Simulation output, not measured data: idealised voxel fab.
process module | voxel capacitor over wiring
cross-section cut | 270 nm wide | cells 5 nm
A cross-section is a grid of square cells, given in bands from the top down. A band is one or more rows of cells.
Each band's line starts with the height of the band's top and of its bottom, in nm. Then come its materials from left to right, each with its width in nm. One material with "throughout" fills the band from edge to edge. "air" is empty space.
Height 0 is the level under which the wafer as received is all one material. The lowest band goes on downwards, as in "0 down".
A width such as "30 to 40" changes by the same amount from each row of cells to the next, from the band's top row to its bottom row.
"no change" after a step means that no cell of the cross-section changed.
closed voids: empty space of 8 cells or more with no open way to the top, each as width x height at its distance from the left edge, in nm
after a step's settings: what the simulator itself notes on the step
overlay nm, on a step with a mask: how far to the right of its planned place the mask lay; to the left if negative
plan
1 op RECEIVE | material Si
2 op CONFORMAL_DEP | material SiO2 | thk nm 10
3 op CONFORMAL_DEP | material SiN | thk nm 5
4 op DIRECTIONAL_DEP | material SiO2 | thk nm 20
5 op DIRECTIONAL_DEP | material aC | thk nm 10
6 op PATTERN | tone open | mask id METAL_1 | material resist | width nm 25 | pitch nm 90 | thk nm 25 | overlay nm 0
7 op DIRECTIONAL_ETCH | etch materials aC | depth nm 10
8 op STRIP | etch materials resist
9 op DIRECTIONAL_ETCH | etch materials SiO2 | depth nm 20
10 op DIRECTIONAL_ETCH | etch materials SiN | depth nm 5
11 op STRIP | etch materials aC
12 op CONFORMAL_DEP | material TiN | thk nm 5
13 op FILL_DEP | material W | thk nm 10
14 op CMP | height nm 35
15 op CONFORMAL_DEP | material SiCN | thk nm 5
16 op DIRECTIONAL_DEP | material lowk | thk nm 15
17 op PATTERN | tone open | mask id PLUG_1 | material resist | width nm 15 | thk nm 15 | overlay nm 0
18 op DIRECTIONAL_ETCH | etch materials lowk | depth nm 15
19 op DIRECTIONAL_ETCH | etch materials SiCN | depth nm 5
20 op STRIP | etch materials resist
21 op EPI | material Ru | thk nm 10
22 op EPI | material Ru | thk nm 10
23 op DIRECTIONAL_DEP | material TiN | thk nm 10
24 op DIRECTIONAL_DEP | material HfO2 | thk nm 5
25 op DIRECTIONAL_DEP | material TiN | thk nm 5
26 op PATTERN | tone cover | mask id UPPER_PLATE | material resist | width nm 70 | thk nm 15 | overlay nm 0
27 op DIRECTIONAL_ETCH | etch materials TiN | depth nm 5
28 op DIRECTIONAL_ETCH | etch materials HfO2 | depth nm 5
29 op STRIP | etch materials resist
30 op MASKED_ETCH | tone cover | mask id LOWER_PLATE | width nm 80 | etch materials TiN | depth nm 10 | overlay nm 0
31 op FILL_DEP | material SiO2 | thk nm 20
32 op CMP | height nm 90
33 op MASKED_ETCH | tone open | mask id PLUG_2 | width nm 15 | etch materials SiO2 | depth nm 15 | overlay nm 0
34 op CONFORMAL_DEP | material TiN | thk nm 5
35 op FILL_DEP | material W | thk nm 5
36 op CMP | height nm 90
37 op CONFORMAL_DEP | material SiN | thk nm 5
as received, after step 1
  0 down: Si throughout
  closed voids: none
first wafer at the end, as planned
  95 to 90: SiN throughout
  90 to 80: SiO2 95 | TiN 5 | W 5 | TiN 5 | SiO2 160
  80 to 70: SiO2 95 to 85 | TiN 15 to 70 | SiO2 160 to 115
  70 to 65: SiO2 85 | HfO2 70 | SiO2 115
  65 to 55: SiO2 80 | TiN 80 | SiO2 110
  55 to 40: lowk 85 | Ru 15 | lowk 170
  40 to 35: SiCN 85 | Ru 15 | SiCN 170
  35 to 15: SiO2 75 | TiN 5 | W 15 | TiN 5 | SiO2 65 | TiN 5 | W 15 | TiN 5 | SiO2 80
  15 to 10: SiN 75 | TiN 25 | SiN 65 | TiN 25 | SiN 80
  10 to 0: SiO2 throughout
  0 down: Si throughout
  closed voids: none
second wafer at the end: like start, like plan, one mistake
  95 to 90: SiN throughout
  90 to 80: SiO2 95 | TiN 5 | W 5 | TiN 5 | SiO2 160
  80 to 75: SiO2 95 | TiN 15 | SiO2 160
  75 to 70: SiO2 85 | HfO2 70 | SiO2 115
  70 to 60: SiO2 80 | TiN 80 | SiO2 110
  60 to 55: TiN throughout
  55 to 40: lowk 85 | Ru 15 | lowk 170
  40 to 35: SiCN 85 | Ru 15 | SiCN 170
  35 to 15: SiO2 75 | TiN 5 | W 15 | TiN 5 | SiO2 65 | TiN 5 | W 15 | TiN 5 | SiO2 80
  15 to 10: SiN 75 | TiN 25 | SiN 65 | TiN 25 | SiN 80
  10 to 0: SiO2 throughout
  0 down: Si throughout
  closed voids: none
what went wrong: steps 24 and 25 were swapped
at the end the second wafer has, in cells: 40 fewer of SiO2 | 40 more of TiN
